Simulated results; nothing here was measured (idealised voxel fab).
Module name: voxel capacitor over wiring (process module)
This is section cut - it's 150 nm across, gridded in 5 nm square cells.
Just so we're on the same page, the cross-sections are grids of square cells, and they're listed out in bands top to bottom, each band one or more rows deep.
The band entry comprises the height of the band's top followed by the height of its bottom, expressed in nm, and subsequently the band's materials from left to right, each stated together with its width in nm. Where a single material is marked with the word "full width", that material fills the band from edge to edge. The word "blank" represents empty space.
The level at which height equals 0 is the one under which the wafer, as it arrives, is entirely one material. No lower edge exists for the bottom band, which continues downward and is notated as in "0 and below".
The width entry "30->40" should be interpreted row by row: the top row of cells in the band takes the first number, the bottom row takes the second number, and the change between adjacent rows is uniform throughout.
Key: "stayed the same" - step with no changed cell in the cross-section.
Closed-off voids of 8+ cells (no open route to the top) go in "Catalogued sealed voids", written width x height at distance from the left edge, in nm.
Where a step's line continues beyond its settings, the continuation is a remark by the simulator itself on that step.
A step line may carry the setting "overlay nm", which, for steps involving a mask, states the distance by which the mask lay to the right of its intended position; negative values denote displacement to the left.
[Set out below are the planned steps of the process]
1 RECEIVE,material Si
2 CONFORMAL_DEP,material SiO2,thk nm 15
3 CONFORMAL_DEP,material SiN,thk nm 5
4 DIRECTIONAL_DEP,material lowk,thk nm 20
5 PATTERN,tone open,mask id METAL_1,material resist,width nm 25,pitch nm 90,thk nm 20,overlay nm 0
6 DIRECTIONAL_ETCH,etch materials lowk,depth nm 20
7 DIRECTIONAL_ETCH,etch materials SiN,depth nm 5
8 STRIP,etch materials resist
9 CONFORMAL_DEP,material TiN,thk nm 5
10 FILL_DEP,material W,thk nm 5
11 CMP,height nm 40
12 CONFORMAL_DEP,material SiCN,thk nm 5
13 DIRECTIONAL_DEP,material lowk,thk nm 20
14 DIRECTIONAL_DEP,material aC,thk nm 15
15 PATTERN,tone open,mask id PLUG_1,material resist,width nm 15,thk nm 35,overlay nm 0
16 DIRECTIONAL_ETCH,etch materials aC,depth nm 15
17 STRIP,etch materials resist
18 DIRECTIONAL_ETCH,etch materials lowk,depth nm 20
19 DIRECTIONAL_ETCH,etch materials SiCN,depth nm 5
20 STRIP,etch materials aC
21 EPI,material Ru,thk nm 10
22 EPI,material Ru,thk nm 10
23 EPI,material Ru,thk nm 5
24 DIRECTIONAL_DEP,material TiN,thk nm 10
25 DIRECTIONAL_DEP,material Al2O3,thk nm 5
26 DIRECTIONAL_DEP,material TiN,thk nm 5
27 PATTERN,tone cover,mask id UPPER_PLATE,material resist,width nm 70,thk nm 20,overlay nm 0
28 DIRECTIONAL_ETCH,etch materials TiN,depth nm 5
29 DIRECTIONAL_ETCH,etch materials Al2O3,depth nm 5
30 STRIP,etch materials resist
31 DIRECTIONAL_DEP,material aC,thk nm 10
32 PATTERN,tone cover,mask id LOWER_PLATE,material resist,width nm 80,thk nm 25,overlay nm 0
33 DIRECTIONAL_ETCH,etch materials aC,depth nm 10
34 STRIP,etch materials resist
35 DIRECTIONAL_ETCH,etch materials TiN,depth nm 10
36 STRIP,etch materials aC
37 FILL_DEP,material SiO2,thk nm 20
38 CMP,height nm 100
39 DIRECTIONAL_DEP,material aC,thk nm 15
40 PATTERN,tone open,mask id PLUG_2,material resist,width nm 15,thk nm 30,overlay nm 0
41 DIRECTIONAL_ETCH,etch materials aC,depth nm 15
42 STRIP,etch materials resist
43 DIRECTIONAL_ETCH,etch materials SiO2,depth nm 15
44 STRIP,etch materials aC
45 CONFORMAL_DEP,material TiN,thk nm 5
46 FILL_DEP,material Cu,thk nm 10
47 CMP,height nm 100
48 CONFORMAL_DEP,material SiCN,thk nm 5
[The first of two wafers, run as planned]
[Here's what the wafer looked like in cross-section when it arrived - that's after step 1]
  0 and below  Si full width
  Catalogued sealed voids: none
[So this is the wafer cross-section right after step 2]
  15 down to 0  SiO2 full width
  Nothing below the height 0 has changed.
[So this is the wafer cross-section right after step 3]
  20 down to 15  SiN full width
  Nothing below the height 15 has changed.
[So this is the wafer cross-section right after step 4]
  40 down to 20  lowk full width
  Nothing below the height 20 has changed.
[So this is the wafer cross-section right after step 5]
  60 down to 40  15 nm resist, 25 nm blank, 65 nm resist, 25 nm blank, 20 nm resist
  Nothing below the height 40 has changed.
[So this is the wafer cross-section right after step 6]
  60 down to 40  15 nm resist, 25 nm blank, 65 nm resist, 25 nm blank, 20 nm resist
  40 down to 20  15 nm lowk, 25 nm blank, 65 nm lowk, 25 nm blank, 20 nm lowk
  Nothing below the height 20 has changed.
[So this is the wafer cross-section right after step 7]
  60 down to 40  15 nm resist, 25 nm blank, 65 nm resist, 25 nm blank, 20 nm resist
  40 down to 20  15 nm lowk, 25 nm blank, 65 nm lowk, 25 nm blank, 20 nm lowk
  20 down to 15  15 nm SiN, 25 nm blank, 65 nm SiN, 25 nm blank, 20 nm SiN
  Nothing below the height 15 has changed.
[So this is the wafer cross-section right after step 8]
  40 down to 20  15 nm lowk, 25 nm blank, 65 nm lowk, 25 nm blank, 20 nm lowk
  Nothing below the height 20 has changed.
[So this is the wafer cross-section right after step 9]
  45 down to 40  20 nm TiN, 15 nm blank, 75 nm TiN, 15 nm blank, 25 nm TiN
  40 down to 20  15 nm lowk, 5 nm TiN, 15 nm blank, 5 nm TiN, 65 nm lowk, 5 nm TiN, 15 nm blank, 5 nm TiN, 20 nm lowk
  20 down to 15  15 nm SiN, 25 nm TiN, 65 nm SiN, 25 nm TiN, 20 nm SiN
  Nothing below the height 15 has changed.
[So this is the wafer cross-section right after step 10]
  50 down to 45  W full width
  45 down to 40  20 nm TiN, 15 nm W, 75 nm TiN, 15 nm W, 25 nm TiN
  40 down to 20  15 nm lowk, 5 nm TiN, 15 nm W, 5 nm TiN, 65 nm lowk, 5 nm TiN, 15 nm W, 5 nm TiN, 20 nm lowk
  Nothing below the height 20 has changed.
[So this is the wafer cross-section right after step 11]
  40 down to 20  15 nm lowk, 5 nm TiN, 15 nm W, 5 nm TiN, 65 nm lowk, 5 nm TiN, 15 nm W, 5 nm TiN, 20 nm lowk
  Nothing below the height 20 has changed.
[So this is the wafer cross-section right after step 12]
  45 down to 40  SiCN full width
  Nothing below the height 40 has changed.
[So this is the wafer cross-section right after step 13]
  65 down to 45  lowk full width
  Nothing below the height 45 has changed.
[So this is the wafer cross-section right after step 14]
  80 down to 65  aC full width
  Nothing below the height 65 has changed.
[So this is the wafer cross-section right after step 15]
  115 down to 80  25 nm resist, 15 nm blank, 110 nm resist
  Nothing below the height 80 has changed.
[So this is the wafer cross-section right after step 16]
  100 down to 80  25 nm resist, 15 nm blank, 110 nm resist
  80 down to 65  25 nm aC, 15 nm blank, 110 nm aC
  Nothing below the height 65 has changed.
[So this is the wafer cross-section right after step 17]
  80 down to 65  25 nm aC, 15 nm blank, 110 nm aC
  Nothing below the height 65 has changed.
[So this is the wafer cross-section right after step 18]
  80 down to 65  25 nm aC, 15 nm blank, 110 nm aC
  65 down to 45  25 nm lowk, 15 nm blank, 110 nm lowk
  Nothing below the height 45 has changed.
[So this is the wafer cross-section right after step 19]
  80 down to 65  25 nm aC, 15 nm blank, 110 nm aC
  65 down to 45  25 nm lowk, 15 nm blank, 110 nm lowk
  45 down to 40  25 nm SiCN, 15 nm blank, 110 nm SiCN
  Nothing below the height 40 has changed.
[So this is the wafer cross-section right after step 20]
  65 down to 45  25 nm lowk, 15 nm blank, 110 nm lowk
  Nothing below the height 45 has changed.
[So this is the wafer cross-section right after step 21]
  65 down to 50  25 nm lowk, 15 nm blank, 110 nm lowk
  50 down to 45  25 nm lowk, 15 nm Ru, 110 nm lowk
  45 down to 40  25 nm SiCN, 15 nm Ru, 110 nm SiCN
  Nothing below the height 40 has changed.
[So this is the wafer cross-section right after step 22]
  65 down to 60  25 nm lowk, 15 nm blank, 110 nm lowk
  60 down to 45  25 nm lowk, 15 nm Ru, 110 nm lowk
  Nothing below the height 45 has changed.
[So this is the wafer cross-section right after step 23]
  65 down to 45  25 nm lowk, 15 nm Ru, 110 nm lowk
  Nothing below the height 45 has changed.
[So this is the wafer cross-section right after step 24]
  75 down to 65  TiN full width
  Nothing below the height 65 has changed.
[So this is the wafer cross-section right after step 25]
  80 down to 75  Al2O3 full width
  Nothing below the height 75 has changed.
[So this is the wafer cross-section right after step 26]
  85 down to 80  TiN full width
  Nothing below the height 80 has changed.
[So this is the wafer cross-section right after step 27]
  105 down to 85  25 nm blank, 70 nm resist, 55 nm blank
  Nothing below the height 85 has changed.
[So this is the wafer cross-section right after step 28]
  105 down to 85  25 nm blank, 70 nm resist, 55 nm blank
  85 down to 80  25 nm blank, 70 nm TiN, 55 nm blank
  Nothing below the height 80 has changed.
[So this is the wafer cross-section right after step 29]
  105 down to 85  25 nm blank, 70 nm resist, 55 nm blank
  85 down to 80  25 nm blank, 70 nm TiN, 55 nm blank
  80 down to 75  25 nm blank, 70 nm Al2O3, 55 nm blank
  Nothing below the height 75 has changed.
[So this is the wafer cross-section right after step 30]
  85 down to 80  25 nm blank, 70 nm TiN, 55 nm blank
  Nothing below the height 80 has changed.
[So this is the wafer cross-section right after step 31]
  95 down to 85  25 nm blank, 70 nm aC, 55 nm blank
  85 down to 80  25 nm aC, 70 nm TiN, 55 nm aC
  80 down to 75  25 nm aC, 70 nm Al2O3, 55 nm aC
  Nothing below the height 75 has changed.
[So this is the wafer cross-section right after step 32]
  120 down to 95  20 nm blank, 80 nm resist, 50 nm blank
  95 down to 85  20 nm blank, 5 nm resist, 70 nm aC, 5 nm resist, 50 nm blank
  Nothing below the height 85 has changed.
[So this is the wafer cross-section right after step 33]
  110 down to 95  20 nm blank, 80 nm resist, 50 nm blank
  95 down to 85  20 nm blank, 5 nm resist, 70 nm aC, 5 nm resist, 50 nm blank
  85 down to 80  20 nm blank, 5 nm aC, 70 nm TiN, 5 nm aC, 50 nm blank
  80 down to 75  20 nm blank, 5 nm aC, 70 nm Al2O3, 5 nm aC, 50 nm blank
  Nothing below the height 75 has changed.
[So this is the wafer cross-section right after step 34]
  95 down to 85  25 nm blank, 70 nm aC, 55 nm blank
  Nothing below the height 85 has changed.
[So this is the wafer cross-section right after step 35]
  95 down to 85  25 nm blank, 70 nm aC, 55 nm blank
  85 down to 80  20 nm blank, 5 nm aC, 70 nm TiN, 5 nm aC, 50 nm blank
  80 down to 75  20 nm blank, 5 nm aC, 70 nm Al2O3, 5 nm aC, 50 nm blank
  75 down to 65  20 nm blank, 80 nm TiN, 50 nm blank
  Nothing below the height 65 has changed.
[So this is the wafer cross-section right after step 36]
  85 down to 80  25 nm blank, 70 nm TiN, 55 nm blank
  80 down to 75  25 nm blank, 70 nm Al2O3, 55 nm blank
  Nothing below the height 75 has changed.
[So this is the wafer cross-section right after step 37]
  105 down to 85  SiO2 full width
  85 down to 80  25 nm SiO2, 70 nm TiN, 55 nm SiO2
  80 down to 75  25 nm SiO2, 70 nm Al2O3, 55 nm SiO2
  75 down to 65  20 nm SiO2, 80 nm TiN, 50 nm SiO2
  Nothing below the height 65 has changed.
[So this is the wafer cross-section right after step 38]
  100 down to 85  SiO2 full width
  Nothing below the height 85 has changed.
[So this is the wafer cross-section right after step 39]
  115 down to 100  aC full width
  Nothing below the height 100 has changed.
[So this is the wafer cross-section right after step 40]
  145 down to 115  35 nm resist, 15 nm blank, 100 nm resist
  Nothing below the height 115 has changed.
[So this is the wafer cross-section right after step 41]
  130 down to 115  35 nm resist, 15 nm blank, 100 nm resist
  115 down to 100  35 nm aC, 15 nm blank, 100 nm aC
  Nothing below the height 100 has changed.
[So this is the wafer cross-section right after step 42]
  115 down to 100  35 nm aC, 15 nm blank, 100 nm aC
  Nothing below the height 100 has changed.
[So this is the wafer cross-section right after step 43]
  115 down to 100  35 nm aC, 15 nm blank, 100 nm aC
  100 down to 85  35 nm SiO2, 15 nm blank, 100 nm SiO2
  Nothing below the height 85 has changed.
[So this is the wafer cross-section right after step 44]
  100 down to 85  35 nm SiO2, 15 nm blank, 100 nm SiO2
  Nothing below the height 85 has changed.
[So this is the wafer cross-section right after step 45]
  105 down to 100  40 nm TiN, 5 nm blank, 105 nm TiN
  100 down to 90  35 nm SiO2, 5 nm TiN, 5 nm blank, 5 nm TiN, 100 nm SiO2
  90 down to 80  35->25 nm SiO2, 15->70 nm TiN, 100->55 nm SiO2
  Nothing below the height 80 has changed.
[So this is the wafer cross-section right after step 46]
  115 down to 105  Cu full width
  105 down to 100  40 nm TiN, 5 nm Cu, 105 nm TiN
  100 down to 90  35 nm SiO2, 5 nm TiN, 5 nm Cu, 5 nm TiN, 100 nm SiO2
  Nothing below the height 90 has changed.
[So this is the wafer cross-section right after step 47]
  100 down to 90  35 nm SiO2, 5 nm TiN, 5 nm Cu, 5 nm TiN, 100 nm SiO2
  Nothing below the height 90 has changed.
[So this is the wafer cross-section right after step 48]
  105 down to 100  SiCN full width
  Nothing below the height 100 has changed.
[Second wafer. Start and plan as for the first. One mistake made in running. Agrees with the first up to and including step 12]
[Second wafer, sectioned view, at step 13's planned end time]
  85 down to 45  lowk full width
  Nothing below the height 45 has changed.
[Second wafer, sectioned view, at step 14's planned end time]
  100 down to 85  aC full width
  Nothing below the height 85 has changed.
[Second wafer, sectioned view, at step 15's planned end time]
  135 down to 100  25 nm resist, 15 nm blank, 110 nm resist
  Nothing below the height 100 has changed.
[Second wafer, sectioned view, at step 16's planned end time]
  120 down to 100  25 nm resist, 15 nm blank, 110 nm resist
  100 down to 85  25 nm aC, 15 nm blank, 110 nm aC
  Nothing below the height 85 has changed.
[Second wafer, sectioned view, at step 17's planned end time]
  100 down to 85  25 nm aC, 15 nm blank, 110 nm aC
  Nothing below the height 85 has changed.
[Second wafer, sectioned view, at step 18's planned end time]
  100 down to 85  25 nm aC, 15 nm blank, 110 nm aC
  85 down to 65  25 nm lowk, 15 nm blank, 110 nm lowk
  Nothing below the height 65 has changed.
Second wafer, sectioned view, at step 19's planned end time: stayed the same
[Second wafer, sectioned view, at step 20's planned end time]
  85 down to 65  25 nm lowk, 15 nm blank, 110 nm lowk
  Nothing below the height 65 has changed.
Second wafer, sectioned view, at step 21's planned end time: stayed the same
Second wafer, sectioned view, at step 22's planned end time: stayed the same
Second wafer, sectioned view, at step 23's planned end time: stayed the same
[Second wafer, sectioned view, at step 24's planned end time]
  95 down to 85  25 nm TiN, 15 nm blank, 110 nm TiN
  85 down to 75  25 nm lowk, 15 nm blank, 110 nm lowk
  75 down to 65  25 nm lowk, 15 nm TiN, 110 nm lowk
  Nothing below the height 65 has changed.
[Second wafer, sectioned view, at step 25's planned end time]
  100 down to 95  25 nm Al2O3, 15 nm blank, 110 nm Al2O3
  95 down to 85  25 nm TiN, 15 nm blank, 110 nm TiN
  85 down to 80  25 nm lowk, 15 nm blank, 110 nm lowk
  80 down to 75  25 nm lowk, 15 nm Al2O3, 110 nm lowk
  Nothing below the height 75 has changed.
[Second wafer, sectioned view, at step 26's planned end time]
  105 down to 100  25 nm TiN, 15 nm blank, 110 nm TiN
  100 down to 95  25 nm Al2O3, 15 nm blank, 110 nm Al2O3
  95 down to 85  25 nm TiN, 15 nm blank, 110 nm TiN
  85 down to 80  25 nm lowk, 15 nm TiN, 110 nm lowk
  Nothing below the height 80 has changed.
[Second wafer, sectioned view, at step 27's planned end time]
  125 down to 105  25 nm blank, 70 nm resist, 55 nm blank
  105 down to 100  25 nm TiN, 15 nm resist, 110 nm TiN
  100 down to 95  25 nm Al2O3, 15 nm resist, 110 nm Al2O3
  95 down to 85  25 nm TiN, 15 nm resist, 110 nm TiN
  Nothing below the height 85 has changed.
[Second wafer, sectioned view, at step 28's planned end time]
  125 down to 105  25 nm blank, 70 nm resist, 55 nm blank
  105 down to 100  25 nm blank, 15 nm resist, 55 nm TiN, 55 nm blank
  Nothing below the height 100 has changed.
[Second wafer, sectioned view, at step 29's planned end time]
  125 down to 105  25 nm blank, 70 nm resist, 55 nm blank
  105 down to 100  25 nm blank, 15 nm resist, 55 nm TiN, 55 nm blank
  100 down to 95  25 nm blank, 15 nm resist, 55 nm Al2O3, 55 nm blank
  Nothing below the height 95 has changed.
[Second wafer, sectioned view, at step 30's planned end time]
  105 down to 100  40 nm blank, 55 nm TiN, 55 nm blank
  100 down to 95  40 nm blank, 55 nm Al2O3, 55 nm blank
  95 down to 85  25 nm TiN, 15 nm blank, 110 nm TiN
  Nothing below the height 85 has changed.
[Second wafer, sectioned view, at step 31's planned end time]
  115 down to 105  40 nm blank, 55 nm aC, 55 nm blank
  105 down to 100  25 nm aC, 15 nm blank, 55 nm TiN, 55 nm aC
  100 down to 95  25 nm aC, 15 nm blank, 55 nm Al2O3, 55 nm aC
  95 down to 85  25 nm TiN, 15 nm aC, 110 nm TiN
  Nothing below the height 85 has changed.
[Second wafer, sectioned view, at step 32's planned end time]
  140 down to 115  20 nm blank, 80 nm resist, 50 nm blank
  115 down to 105  20 nm blank, 20 nm resist, 55 nm aC, 5 nm resist, 50 nm blank
  105 down to 100  25 nm aC, 15 nm resist, 55 nm TiN, 55 nm aC
  100 down to 95  25 nm aC, 15 nm resist, 55 nm Al2O3, 55 nm aC
  Nothing below the height 95 has changed.
[Second wafer, sectioned view, at step 33's planned end time]
  130 down to 115  20 nm blank, 80 nm resist, 50 nm blank
  115 down to 105  20 nm blank, 20 nm resist, 55 nm aC, 5 nm resist, 50 nm blank
  105 down to 100  20 nm blank, 5 nm aC, 15 nm resist, 55 nm TiN, 5 nm aC, 50 nm blank
  100 down to 95  20 nm blank, 5 nm aC, 15 nm resist, 55 nm Al2O3, 5 nm aC, 50 nm blank
  Nothing below the height 95 has changed.
[Second wafer, sectioned view, at step 34's planned end time]
  115 down to 105  40 nm blank, 55 nm aC, 55 nm blank
  105 down to 100  20 nm blank, 5 nm aC, 15 nm blank, 55 nm TiN, 5 nm aC, 50 nm blank
  100 down to 95  20 nm blank, 5 nm aC, 15 nm blank, 55 nm Al2O3, 5 nm aC, 50 nm blank
  Nothing below the height 95 has changed.
[Second wafer, sectioned view, at step 35's planned end time]
  115 down to 105  40 nm blank, 55 nm aC, 55 nm blank
  105 down to 100  20 nm blank, 5 nm aC, 15 nm blank, 55 nm TiN, 5 nm aC, 50 nm blank
  100 down to 95  20 nm blank, 5 nm aC, 15 nm blank, 55 nm Al2O3, 5 nm aC, 50 nm blank
  95 down to 85  20 nm blank, 5 nm TiN, 15 nm aC, 60 nm TiN, 50 nm blank
  Nothing below the height 85 has changed.
[Second wafer, sectioned view, at step 36's planned end time]
  105 down to 100  40 nm blank, 55 nm TiN, 55 nm blank
  100 down to 95  40 nm blank, 55 nm Al2O3, 55 nm blank
  95 down to 85  20 nm blank, 5 nm TiN, 15 nm blank, 60 nm TiN, 50 nm blank
  Nothing below the height 85 has changed.
[Second wafer, sectioned view, at step 37's planned end time]
  125 down to 105  SiO2 full width
  105 down to 100  40 nm SiO2, 55 nm TiN, 55 nm SiO2
  100 down to 95  40 nm SiO2, 55 nm Al2O3, 55 nm SiO2
  95 down to 85  20 nm SiO2, 5 nm TiN, 15 nm SiO2, 60 nm TiN, 50 nm SiO2
  Nothing below the height 85 has changed.
[Second wafer, sectioned view, at step 38's planned end time]
  100 down to 95  40 nm SiO2, 55 nm Al2O3, 55 nm SiO2
  Nothing below the height 95 has changed.
[Second wafer, sectioned view, at step 39's planned end time]
  115 down to 100  aC full width
  Nothing below the height 100 has changed.
[Second wafer, sectioned view, at step 40's planned end time]
  145 down to 115  35 nm resist, 15 nm blank, 100 nm resist
  Nothing below the height 115 has changed.
[Second wafer, sectioned view, at step 41's planned end time]
  130 down to 115  35 nm resist, 15 nm blank, 100 nm resist
  115 down to 100  35 nm aC, 15 nm blank, 100 nm aC
  Nothing below the height 100 has changed.
[Second wafer, sectioned view, at step 42's planned end time]
  115 down to 100  35 nm aC, 15 nm blank, 100 nm aC
  Nothing below the height 100 has changed.
[Second wafer, sectioned view, at step 43's planned end time]
  115 down to 100  35 nm aC, 15 nm blank, 100 nm aC
  100 down to 95  35 nm SiO2, 5 nm blank, 55 nm Al2O3, 55 nm SiO2
  95 down to 85  20 nm SiO2, 5 nm TiN, 10 nm SiO2, 5 nm blank, 60 nm TiN, 50 nm SiO2
  Nothing below the height 85 has changed.
[Second wafer, sectioned view, at step 44's planned end time]
  100 down to 95  35 nm SiO2, 5 nm blank, 55 nm Al2O3, 55 nm SiO2
  Nothing below the height 95 has changed.
[Second wafer, sectioned view, at step 45's planned end time]
  105 down to 100  TiN full width
  100 down to 95  35 nm SiO2, 5 nm TiN, 55 nm Al2O3, 55 nm SiO2
  95 down to 85  20 nm SiO2, 5 nm TiN, 10 nm SiO2, 65 nm TiN, 50 nm SiO2
  Nothing below the height 85 has changed.
[Second wafer, sectioned view, at step 46's planned end time]
  115 down to 105  Cu full width
  Nothing below the height 105 has changed.
[Second wafer, sectioned view, at step 47's planned end time]
  100 down to 95  35 nm SiO2, 5 nm TiN, 55 nm Al2O3, 55 nm SiO2
  Nothing below the height 95 has changed.
[Second wafer, sectioned view, at step 48's planned end time]
  105 down to 100  SiCN full width
  Nothing below the height 100 has changed.
Plan not followed: plan step 13 was twice executed
Heads up, by the end the second wafer has more or fewer cells of some materials compared to the first: Cu -2 | Ru -15 | SiCN +3 | SiO2 -91 | TiN -15 | lowk +120
